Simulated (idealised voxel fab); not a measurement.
voxel local oxidation: a process module
Cross-section cut: width 145 nm, square cells of 5 nm.
How to read a cross-section here: the picture is a grid of square cells, written as bands going from the top down, and any band can span one or more rows of cells. Band: top height; bottom height; in nm. Then, left to right: material with width in nm, for each material. "full width": a single material spanning edge to edge. "empty": empty space. Height 0 is the level under which the wafer as received is all one material. The lowest band goes on downwards, as in "top 0, no bottom". Read "30->40" as a graded width: first number on top, second number at the bottom, same change between each pair of neighbouring rows. "same as before" after a step means that no cell of the cross-section changed. "Encapsulated voids" means: voids of 8 cells or more that are shut off from the top with no open way through. Written width x height at distance, distance from the left edge, in nm. On a step's line, text after the settings is the simulator commenting on that step. "overlay nm" on a masked step: distance the mask lay right of its planned place, negative for left.

-- plan
step 1: RECEIVE: material Si
step 2: OXIDIZE: depth nm 5
step 3: CONFORMAL_DEP: material SiN, thk nm 10
step 4: MASKED_ETCH: tone cover, mask id ACTIVE, width nm 110, etch materials SiN, depth nm 10, overlay nm 0
step 5: SELECTIVE_ETCH: etch materials SiO2, depth nm 5
step 6: OXIDIZE: depth nm 15
step 7: STRIP: etch materials SiN

-- Cross-sectional view of the wafer in its as-received condition, corresponding to the state after step 1
	top 0, no bottom  Si full width
	Encapsulated voids: none

-- Wafer cross-section at module end: first of two, run to plan
	top 0, bottom -5  20 empty / 100 SiO2 / 25 empty
	top -5, bottom -20  35 SiO2 / 70 Si / 40 SiO2
	top -20, no bottom  Si full width
	Encapsulated voids: none

-- Cross-section of the latter of the two wafers at module completion. It had an identical start and an identical plan to the former; in running it, one mistake was made
	top 0, bottom -5  20 empty / 105 SiO2 / 20 empty
	top -5, bottom -20  35 SiO2 / 75 Si / 35 SiO2
	top -20, no bottom  Si full width
	Encapsulated voids: none
Deviation noted in wafer processing: in deviation from the planned setting, step 4 was conducted as MASKED_ETCH: tone cover, mask id ACTIVE, width nm 115, etch materials SiN, depth nm 10, overlay nm 0
Per the end-of-run cell counts, the second wafer holds more or fewer of some materials than the first: Si: 3 more, SiO2: 2 fewer
